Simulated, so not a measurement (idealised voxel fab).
voxel double patterning: a process module
Section cut is 215 nm wide and gridded with 5 nm square cells.
In this document a cross-section is written as a grid of square cells. It is given as a series of bands, listed from the top down, and a band is one or more rows of cells.
Quick guide to a band line: top height, bottom height (nm) up front; then every material left to right with its width in nm. Only one material and it's marked "throughout"? Then it fills the band edge to edge. And "blank" just means empty space.
Heights from 0 (as-received wafer is one material below). Bottom band endless downward, as "top 0, no bottom".
Quick explanation for "30..40": the width changes in equal steps down the rows of cells, from the first number in the band's top row to the second number in its bottom row.
Basically "no modification" means that step didn't change any cell in the cross-section.
"Enclosed void entries" enumerates empty spaces isolated from the top, with no open way to it, that contain at least 8 cells, giving each as width x height at distance from the left edge, all three in nm.
Formally, on a step line, whatever follows the settings is a remark that the simulator itself makes on the step.
A step line may carry the setting "overlay nm", which, for steps involving a mask, states the distance by which the mask lay to the right of its intended position; negative values denote displacement to the left.
List of planned process steps
- 1: RECEIVE: material Si
- 2: CONFORMAL_DEP: material SiO2, thk nm 5
- 3: DIRECTIONAL_DEP: material TiN, thk nm 20
- 4: DIRECTIONAL_DEP: material SiCN, thk nm 5
- 5: PATTERN: tone open, mask id FIRST, material resist, width nm 15, pitch nm 50, thk nm 15, overlay nm 0
- 6: DIRECTIONAL_ETCH: etch materials SiCN, depth nm 5
- 7: STRIP: etch materials resist
- 8: PATTERN: tone open, mask id SECOND, material resist, width nm 15, thk nm 20, overlay nm 0
- 9: DIRECTIONAL_ETCH: etch materials SiCN, depth nm 5
- 10: STRIP: etch materials resist
- 11: DIRECTIONAL_ETCH: etch materials TiN, depth nm 20
- 12: STRIP: etch materials SiCN
As received, after step 1
	top 0, no bottom | Si throughout
	Enclosed void entries: none
Cross-section at module end, one run error; start and plan unchanged from above
	top 25, bottom 5 | TiN: 75 / blank: 15 / TiN: 15 / blank: 15 / TiN: 5 / blank: 15 / TiN: 75
	top 5, bottom 0 | SiO2 throughout
	top 0, no bottom | Si throughout
	Enclosed void entries: none
In executing the process, a mistake was made relative to the plan: step 8 ran differently from the plan; actual operation with settings: PATTERN: tone open, mask id SECOND, material resist, width nm 15, thk nm 20, overlay nm 5
